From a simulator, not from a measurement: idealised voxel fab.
Documented hereafter: the process module known as voxel released beams.
Shown is cross-section cut, with a width of 205 nm and square cells of size 5 nm.
We lay out every cross-section as a grid of square cells and spell it out in bands from the top down, where one band means one or more rows of cells.
Read a band's entry like this: the first values are the height of its top and the height of its bottom in nm, and what follows is the sequence of materials from left to right, each with its width in nm. Note that "empty" is empty space, and that a single material marked "throughout" reaches across the band from edge to edge.
Ref level 0: as-received wafer is one material below here. Bottom band extends down with no lower bound ("0..down").
It should be noted that a width expressed as "30->40" varies in equal increments from row to row of cells within the band, taking the value of the first number at the top row and that of the second number at the bottom row.
Step note "remained the same" = no cross-section cell changed.
The list in "Fully sealed voids" covers empty spaces of 8 cells or more that cannot reach the top through any open way, and it gives each as width x height at distance; the distance is from the left edge, and width, height and distance are in nm.
That trailing text on a step's line, after the settings, is the simulator's own remark on the step.
Steps that use a mask can have "overlay nm" on their line. It says how far the mask sat to the right of where it was meant to be. Negative means to the left.

**These are the steps we planned for the process**
1: RECEIVE [material Si]
2: CONFORMAL_DEP [material SiN] [thk nm 10]
3: DIRECTIONAL_DEP [material SiO2] [thk nm 15]
4: DIRECTIONAL_DEP [material aC] [thk nm 10]
5: PATTERN [tone open] [mask id ANCHOR] [material resist] [width nm 25] [thk nm 30] [overlay nm 0]
6: DIRECTIONAL_ETCH [etch materials aC] [depth nm 10]
7: STRIP [etch materials resist]
8: DIRECTIONAL_ETCH [etch materials SiO2] [depth nm 15]
9: STRIP [etch materials aC]
10: CONFORMAL_DEP [material W] [thk nm 10]
11: DIRECTIONAL_DEP [material aC] [thk nm 15]
12: PATTERN [tone cover] [mask id BEAM] [material resist] [width nm 90] [thk nm 35] [overlay nm 0]
13: DIRECTIONAL_ETCH [etch materials aC] [depth nm 15]
14: STRIP [etch materials resist]
15: DIRECTIONAL_ETCH [etch materials W] [depth nm 10]
16: STRIP [etch materials aC]
17: STRIP [etch materials SiO2]

**The first of a set of two wafers, run to plan**

**The cross-section here shows the wafer as received, i.e. in its state after step 1**
* 0..down: Si throughout
* Fully sealed voids: none

**The following cross-section depicts the wafer upon completion of step 2**
* 10..0: SiN throughout
* Whatever lies below 0 is exactly as it was before.

**The following cross-section depicts the wafer upon completion of step 3**
* 25..10: SiO2 throughout
* Whatever lies below 10 is exactly as it was before.

**The following cross-section depicts the wafer upon completion of step 4**
* 35..25: aC throughout
* Whatever lies below 25 is exactly as it was before.

**The following cross-section depicts the wafer upon completion of step 5**
* 65..35: 60 of resist | 25 of empty | 120 of resist
* Whatever lies below 35 is exactly as it was before.

**The following cross-section depicts the wafer upon completion of step 6**
* 55..35: 60 of resist | 25 of empty | 120 of resist
* 35..25: 60 of aC | 25 of empty | 120 of aC
* Whatever lies below 25 is exactly as it was before.

**The following cross-section depicts the wafer upon completion of step 7**
* 35..25: 60 of aC | 25 of empty | 120 of aC
* Whatever lies below 25 is exactly as it was before.

**The following cross-section depicts the wafer upon completion of step 8**
* 35..25: 60 of aC | 25 of empty | 120 of aC
* 25..10: 60 of SiO2 | 25 of empty | 120 of SiO2
* Whatever lies below 10 is exactly as it was before.

**The following cross-section depicts the wafer upon completion of step 9**
* 25..10: 60 of SiO2 | 25 of empty | 120 of SiO2
* Whatever lies below 10 is exactly as it was before.

**The following cross-section depicts the wafer upon completion of step 10**
* 35..25: 70 of W | 5 of empty | 130 of W
* 25..20: 60 of SiO2 | 10 of W | 5 of empty | 10 of W | 120 of SiO2
* 20..10: 60 of SiO2 | 25 of W | 120 of SiO2
* Whatever lies below 10 is exactly as it was before.

**The following cross-section depicts the wafer upon completion of step 11**
* 50..35: 70 of aC | 5 of empty | 130 of aC
* 35..25: 70 of W | 5 of aC | 130 of W
* 25..20: 60 of SiO2 | 10 of W | 5 of aC | 10 of W | 120 of SiO2
* Whatever lies below 20 is exactly as it was before.

**The following cross-section depicts the wafer upon completion of step 12**
* 85..50: 55 of empty | 90 of resist | 60 of empty
* 50..35: 70 of aC | 5 of resist | 130 of aC
* Whatever lies below 35 is exactly as it was before.

**The following cross-section depicts the wafer upon completion of step 13**
* 70..50: 55 of empty | 90 of resist | 60 of empty
* 50..35: 55 of empty | 15 of aC | 5 of resist | 70 of aC | 60 of empty
* Whatever lies below 35 is exactly as it was before.

**The following cross-section depicts the wafer upon completion of step 14**
* 50..35: 55 of empty | 15 of aC | 5 of empty | 70 of aC | 60 of empty
* Whatever lies below 35 is exactly as it was before.

**The following cross-section depicts the wafer upon completion of step 15**
* 50..35: 55 of empty | 15 of aC | 5 of empty | 70 of aC | 60 of empty
* 35..25: 55 of empty | 15 of W | 5 of aC | 70 of W | 60 of empty
* Whatever lies below 25 is exactly as it was before.

**The following cross-section depicts the wafer upon completion of step 16**
* 35..25: 55 of empty | 15 of W | 5 of empty | 70 of W | 60 of empty
* 25..20: 60 of SiO2 | 10 of W | 5 of empty | 10 of W | 120 of SiO2
* Whatever lies below 20 is exactly as it was before.

**The following cross-section depicts the wafer upon completion of step 17**
* 35..25: 55 of empty | 15 of W | 5 of empty | 70 of W | 60 of empty
* 25..20: 60 of empty | 10 of W | 5 of empty | 10 of W | 120 of empty
* 20..10: 60 of empty | 25 of W | 120 of empty
* Whatever lies below 10 is exactly as it was before.

**Wafer two. Same start, same plan, one slip in execution. Same as wafer one through step 9, inclusive**

**Second wafer cross-section, taken as of the time the plan sets for step 10 to be done**
* 40..25: W throughout
* 25..10: 60 of SiO2 | 25 of W | 120 of SiO2
* Whatever lies below 10 is exactly as it was before.

**Second wafer cross-section, taken as of the time the plan sets for step 11 to be done**
* 55..40: aC throughout
* Whatever lies below 40 is exactly as it was before.

**Second wafer cross-section, taken as of the time the plan sets for step 12 to be done**
* 90..55: 55 of empty | 90 of resist | 60 of empty
* Whatever lies below 55 is exactly as it was before.

**Second wafer cross-section, taken as of the time the plan sets for step 13 to be done**
* 75..55: 55 of empty | 90 of resist | 60 of empty
* 55..40: 55 of empty | 90 of aC | 60 of empty
* Whatever lies below 40 is exactly as it was before.

**Second wafer cross-section, taken as of the time the plan sets for step 14 to be done**
* 55..40: 55 of empty | 90 of aC | 60 of empty
* Whatever lies below 40 is exactly as it was before.

**Second wafer cross-section, taken as of the time the plan sets for step 15 to be done**
* 55..40: 55 of empty | 90 of aC | 60 of empty
* 40..30: 55 of empty | 90 of W | 60 of empty
* Whatever lies below 30 is exactly as it was before.

**Second wafer cross-section, taken as of the time the plan sets for step 16 to be done**
* 40..30: 55 of empty | 90 of W | 60 of empty
* Whatever lies below 30 is exactly as it was before.

Second wafer cross-section, taken as of the time the plan sets for step 17 to be done: remained the same
Nonconformance to the process plan: the process deviated at step 10: the operation and settings actually run there were CONFORMAL_DEP [material W] [thk nm 15]
End check, counted in cells, second wafer has more or fewer of these materials than the first: 108 more of SiO2, 44 more of W
